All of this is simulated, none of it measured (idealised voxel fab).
Process module name: voxel air gaps
cross-section cut | 270 nm wide | cells 5 nm
Format of a cross-section: grid, square cells. Given as bands. Order: top down. Band: one or more rows of cells. Band: top height; bottom height; in nm. Then, left to right: material with width in nm, for each material. "edge to edge": a single material spanning edge to edge. "empty": empty space. Where do heights start? At 0: under that level the wafer as delivered is made of one material only. And the lowest band has no floor; it just carries on downward, as in "0 nm and below". The expression "30 to 40" gives the width at the extremes of the band, the first number at its top row of cells and the second at its bottom row, with the width changing by equal amounts from each row to the next in between. For the purposes of this document, the phrase "remained unchanged" attached to a step denotes that no cell within the cross-section was modified by that step. Closed-off voids of 8+ cells (no open route to the top) go in "Unvented cavities", written width x height at distance from the left edge, in nm. That trailing text on a step's line, after the settings, is the simulator's own remark on the step. overlay nm: right-of-plan distance of the mask on a masked step; negative values mean left-of-plan.

## The steps planned for the process are as follows
1,RECEIVE with material Si
2,CONFORMAL_DEP with material SiO2, thk nm 15
3,CONFORMAL_DEP with material SiCN, thk nm 5
4,DIRECTIONAL_DEP with material SiO2, thk nm 30
5,PATTERN with tone open, mask id LINES, material resist, width nm 25, pitch nm 50, thk nm 20, overlay nm 0
6,DIRECTIONAL_ETCH with etch materials SiO2, depth nm 30
7,STRIP with etch materials resist
8,CONFORMAL_DEP with material TiN, thk nm 5
9,FILL_DEP with material Ru, thk nm 10
10,CMP with height nm 50
11,EPI with material Ru, thk nm 10
12,SELECTIVE_ETCH with etch materials SiO2, depth nm 40
13,CONFORMAL_DEP with material SiCN, thk nm 5

## Below: the first of two wafers, run as planned

## The cross-section here shows the wafer as received, i.e. in its state after step 1
0 nm and below = Si edge to edge
Unvented cavities: none

## Cross-sectional representation of the wafer at the conclusion of step 2
15 nm to 0 nm = SiO2 edge to edge
Whatever lies below 0 is exactly as it was before.

## Cross-sectional representation of the wafer at the conclusion of step 3
20 nm to 15 nm = SiCN edge to edge
Whatever lies below 15 is exactly as it was before.

## Cross-sectional representation of the wafer at the conclusion of step 4
50 nm to 20 nm = SiO2 edge to edge
Whatever lies below 20 is exactly as it was before.

## Cross-sectional representation of the wafer at the conclusion of step 5
70 nm to 50 nm = resist 45 nm, empty 25 nm, resist 25 nm, empty 25 nm, resist 25 nm, empty 25 nm, resist 25 nm, empty 25 nm, resist 50 nm
Whatever lies below 50 is exactly as it was before.

## Cross-sectional representation of the wafer at the conclusion of step 6
70 nm to 50 nm = resist 45 nm, empty 25 nm, resist 25 nm, empty 25 nm, resist 25 nm, empty 25 nm, resist 25 nm, empty 25 nm, resist 50 nm
50 nm to 20 nm = SiO2 45 nm, empty 25 nm, SiO2 25 nm, empty 25 nm, SiO2 25 nm, empty 25 nm, SiO2 25 nm, empty 25 nm, SiO2 50 nm
Whatever lies below 20 is exactly as it was before.

## Cross-sectional representation of the wafer at the conclusion of step 7
50 nm to 20 nm = SiO2 45 nm, empty 25 nm, SiO2 25 nm, empty 25 nm, SiO2 25 nm, empty 25 nm, SiO2 25 nm, empty 25 nm, SiO2 50 nm
Whatever lies below 20 is exactly as it was before.

## Cross-sectional representation of the wafer at the conclusion of step 8
55 nm to 50 nm = TiN 50 nm, empty 15 nm, TiN 35 nm, empty 15 nm, TiN 35 nm, empty 15 nm, TiN 35 nm, empty 15 nm, TiN 55 nm
50 nm to 25 nm = SiO2 45 nm, TiN 5 nm, empty 15 nm, TiN 5 nm, SiO2 25 nm, TiN 5 nm, empty 15 nm, TiN 5 nm, SiO2 25 nm, TiN 5 nm, empty 15 nm, TiN 5 nm, SiO2 25 nm, TiN 5 nm, empty 15 nm, TiN 5 nm, SiO2 50 nm
25 nm to 20 nm = SiO2 45 nm, TiN 25 nm, SiO2 25 nm, TiN 25 nm, SiO2 25 nm, TiN 25 nm, SiO2 25 nm, TiN 25 nm, SiO2 50 nm
Whatever lies below 20 is exactly as it was before.

## Cross-sectional representation of the wafer at the conclusion of step 9
65 nm to 55 nm = Ru edge to edge
55 nm to 50 nm = TiN 50 nm, Ru 15 nm, TiN 35 nm, Ru 15 nm, TiN 35 nm, Ru 15 nm, TiN 35 nm, Ru 15 nm, TiN 55 nm
50 nm to 25 nm = SiO2 45 nm, TiN 5 nm, Ru 15 nm, TiN 5 nm, SiO2 25 nm, TiN 5 nm, Ru 15 nm, TiN 5 nm, SiO2 25 nm, TiN 5 nm, Ru 15 nm, TiN 5 nm, SiO2 25 nm, TiN 5 nm, Ru 15 nm, TiN 5 nm, SiO2 50 nm
Whatever lies below 25 is exactly as it was before.

## Cross-sectional representation of the wafer at the conclusion of step 10
50 nm to 25 nm = SiO2 45 nm, TiN 5 nm, Ru 15 nm, TiN 5 nm, SiO2 25 nm, TiN 5 nm, Ru 15 nm, TiN 5 nm, SiO2 25 nm, TiN 5 nm, Ru 15 nm, TiN 5 nm, SiO2 25 nm, TiN 5 nm, Ru 15 nm, TiN 5 nm, SiO2 50 nm
Whatever lies below 25 is exactly as it was before.

## Cross-sectional representation of the wafer at the conclusion of step 11
60 nm to 50 nm = empty 35 nm, Ru 45 nm, empty 5 nm, Ru 45 nm, empty 5 nm, Ru 45 nm, empty 5 nm, Ru 45 nm, empty 40 nm
Whatever lies below 50 is exactly as it was before.

## Cross-sectional representation of the wafer at the conclusion of step 12
60 nm to 50 nm = empty 35 nm, Ru 45 nm, empty 5 nm, Ru 45 nm, empty 5 nm, Ru 45 nm, empty 5 nm, Ru 45 nm, empty 40 nm
50 nm to 25 nm = empty 45 nm, TiN 5 nm, Ru 15 nm, TiN 5 nm, empty 25 nm, TiN 5 nm, Ru 15 nm, TiN 5 nm, empty 25 nm, TiN 5 nm, Ru 15 nm, TiN 5 nm, empty 25 nm, TiN 5 nm, Ru 15 nm, TiN 5 nm, empty 50 nm
25 nm to 20 nm = empty 45 nm, TiN 25 nm, empty 25 nm, TiN 25 nm, empty 25 nm, TiN 25 nm, empty 25 nm, TiN 25 nm, empty 50 nm
Whatever lies below 20 is exactly as it was before.

## Cross-sectional representation of the wafer at the conclusion of step 13
65 nm to 60 nm = empty 30 nm, SiCN 205 nm, empty 35 nm
60 nm to 50 nm = empty 30 nm, SiCN 5 nm, Ru 45 nm, SiCN 5 nm, Ru 45 nm, SiCN 5 nm, Ru 45 nm, SiCN 5 nm, Ru 45 nm, SiCN 5 nm, empty 35 nm
50 nm to 45 nm = empty 30 nm, SiCN 15 nm, TiN 5 nm, Ru 15 nm, TiN 5 nm, SiCN 25 nm, TiN 5 nm, Ru 15 nm, TiN 5 nm, SiCN 25 nm, TiN 5 nm, Ru 15 nm, TiN 5 nm, SiCN 25 nm, TiN 5 nm, Ru 15 nm, TiN 5 nm, SiCN 15 nm, empty 35 nm
45 nm to 25 nm = empty 40 nm, SiCN 5 nm, TiN 5 nm, Ru 15 nm, TiN 5 nm, SiCN 5 nm, empty 15 nm, SiCN 5 nm, TiN 5 nm, Ru 15 nm, TiN 5 nm, SiCN 5 nm, empty 15 nm, SiCN 5 nm, TiN 5 nm, Ru 15 nm, TiN 5 nm, SiCN 5 nm, empty 15 nm, SiCN 5 nm, TiN 5 nm, Ru 15 nm, TiN 5 nm, SiCN 5 nm, empty 45 nm
25 nm to 20 nm = SiCN 45 nm, TiN 25 nm, SiCN 25 nm, TiN 25 nm, SiCN 25 nm, TiN 25 nm, SiCN 25 nm, TiN 25 nm, SiCN 50 nm
Whatever lies below 20 is exactly as it was before.
Unvented cavities: 15 x 20 at 75; 15 x 20 at 125; 15 x 20 at 175

## The second wafer was prepared from the same starting point and under the same plan as the first; its processing contained one mistake, and it remains indistinguishable from the first wafer up to and including step 4

## Cross-sectional representation of the second wafer at the time designated in the plan for the completion of step 5
70 nm to 50 nm = empty 45 nm, resist 25 nm, empty 25 nm, resist 25 nm, empty 25 nm, resist 25 nm, empty 25 nm, resist 25 nm, empty 50 nm
Whatever lies below 50 is exactly as it was before.

## Cross-sectional representation of the second wafer at the time designated in the plan for the completion of step 6
70 nm to 50 nm = empty 45 nm, resist 25 nm, empty 25 nm, resist 25 nm, empty 25 nm, resist 25 nm, empty 25 nm, resist 25 nm, empty 50 nm
50 nm to 20 nm = empty 45 nm, SiO2 25 nm, empty 25 nm, SiO2 25 nm, empty 25 nm, SiO2 25 nm, empty 25 nm, SiO2 25 nm, empty 50 nm
Whatever lies below 20 is exactly as it was before.

## Cross-sectional representation of the second wafer at the time designated in the plan for the completion of step 7
50 nm to 20 nm = empty 45 nm, SiO2 25 nm, empty 25 nm, SiO2 25 nm, empty 25 nm, SiO2 25 nm, empty 25 nm, SiO2 25 nm, empty 50 nm
Whatever lies below 20 is exactly as it was before.

## Cross-sectional representation of the second wafer at the time designated in the plan for the completion of step 8
55 nm to 50 nm = empty 40 nm, TiN 35 nm, empty 15 nm, TiN 35 nm, empty 15 nm, TiN 35 nm, empty 15 nm, TiN 35 nm, empty 45 nm
50 nm to 25 nm = empty 40 nm, TiN 5 nm, SiO2 25 nm, TiN 5 nm, empty 15 nm, TiN 5 nm, SiO2 25 nm, TiN 5 nm, empty 15 nm, TiN 5 nm, SiO2 25 nm, TiN 5 nm, empty 15 nm, TiN 5 nm, SiO2 25 nm, TiN 5 nm, empty 45 nm
25 nm to 20 nm = TiN 45 nm, SiO2 25 nm, TiN 25 nm, SiO2 25 nm, TiN 25 nm, SiO2 25 nm, TiN 25 nm, SiO2 25 nm, TiN 50 nm
Whatever lies below 20 is exactly as it was before.

## Cross-sectional representation of the second wafer at the time designated in the plan for the completion of step 9
65 nm to 55 nm = Ru edge to edge
55 nm to 50 nm = Ru 40 nm, TiN 35 nm, Ru 15 nm, TiN 35 nm, Ru 15 nm, TiN 35 nm, Ru 15 nm, TiN 35 nm, Ru 45 nm
50 nm to 25 nm = Ru 40 nm, TiN 5 nm, SiO2 25 nm, TiN 5 nm, Ru 15 nm, TiN 5 nm, SiO2 25 nm, TiN 5 nm, Ru 15 nm, TiN 5 nm, SiO2 25 nm, TiN 5 nm, Ru 15 nm, TiN 5 nm, SiO2 25 nm, TiN 5 nm, Ru 45 nm
Whatever lies below 25 is exactly as it was before.

## Cross-sectional representation of the second wafer at the time designated in the plan for the completion of step 10
50 nm to 25 nm = Ru 40 nm, TiN 5 nm, SiO2 25 nm, TiN 5 nm, Ru 15 nm, TiN 5 nm, SiO2 25 nm, TiN 5 nm, Ru 15 nm, TiN 5 nm, SiO2 25 nm, TiN 5 nm, Ru 15 nm, TiN 5 nm, SiO2 25 nm, TiN 5 nm, Ru 45 nm
Whatever lies below 25 is exactly as it was before.

## Cross-sectional representation of the second wafer at the time designated in the plan for the completion of step 11
60 nm to 50 nm = Ru 55 nm, empty 5 nm, Ru 45 nm, empty 5 nm, Ru 45 nm, empty 5 nm, Ru 45 nm, empty 5 nm, Ru 60 nm
Whatever lies below 50 is exactly as it was before.

## Cross-sectional representation of the second wafer at the time designated in the plan for the completion of step 12
60 nm to 50 nm = Ru 55 nm, empty 5 nm, Ru 45 nm, empty 5 nm, Ru 45 nm, empty 5 nm, Ru 45 nm, empty 5 nm, Ru 60 nm
50 nm to 25 nm = Ru 40 nm, TiN 5 nm, empty 25 nm, TiN 5 nm, Ru 15 nm, TiN 5 nm, empty 25 nm, TiN 5 nm, Ru 15 nm, TiN 5 nm, empty 25 nm, TiN 5 nm, Ru 15 nm, TiN 5 nm, empty 25 nm, TiN 5 nm, Ru 45 nm
25 nm to 20 nm = TiN 45 nm, empty 25 nm, TiN 25 nm, empty 25 nm, TiN 25 nm, empty 25 nm, TiN 25 nm, empty 25 nm, TiN 50 nm
Whatever lies below 20 is exactly as it was before.

## Cross-sectional representation of the second wafer at the time designated in the plan for the completion of step 13
65 nm to 60 nm = SiCN edge to edge
60 nm to 50 nm = Ru 55 nm, SiCN 5 nm, Ru 45 nm, SiCN 5 nm, Ru 45 nm, SiCN 5 nm, Ru 45 nm, SiCN 5 nm, Ru 60 nm
50 nm to 45 nm = Ru 40 nm, TiN 5 nm, SiCN 25 nm, TiN 5 nm, Ru 15 nm, TiN 5 nm, SiCN 25 nm, TiN 5 nm, Ru 15 nm, TiN 5 nm, SiCN 25 nm, TiN 5 nm, Ru 15 nm, TiN 5 nm, SiCN 25 nm, TiN 5 nm, Ru 45 nm
45 nm to 25 nm = Ru 40 nm, TiN 5 nm, SiCN 5 nm, empty 15 nm, SiCN 5 nm, TiN 5 nm, Ru 15 nm, TiN 5 nm, SiCN 5 nm, empty 15 nm, SiCN 5 nm, TiN 5 nm, Ru 15 nm, TiN 5 nm, SiCN 5 nm, empty 15 nm, SiCN 5 nm, TiN 5 nm, Ru 15 nm, TiN 5 nm, SiCN 5 nm, empty 15 nm, SiCN 5 nm, TiN 5 nm, Ru 45 nm
25 nm to 20 nm = TiN 45 nm, SiCN 25 nm, TiN 25 nm, SiCN 25 nm, TiN 25 nm, SiCN 25 nm, TiN 25 nm, SiCN 25 nm, TiN 50 nm
Whatever lies below 20 is exactly as it was before.
Unvented cavities: 15 x 20 at 50; 15 x 20 at 100; 15 x 20 at 150; 15 x 20 at 200
Finding, execution versus plan: note that step 5 departed from the planned setting and was carried out as PATTERN with tone cover, mask id LINES, material resist, width nm 25, pitch nm 50, thk nm 20, overlay nm 0
Cell-count delta at end, second wafer over first, by material: Ru +98, SiCN -4, TiN +14
By the end, 3 closed voids are present in the first wafer and 4 in the second.
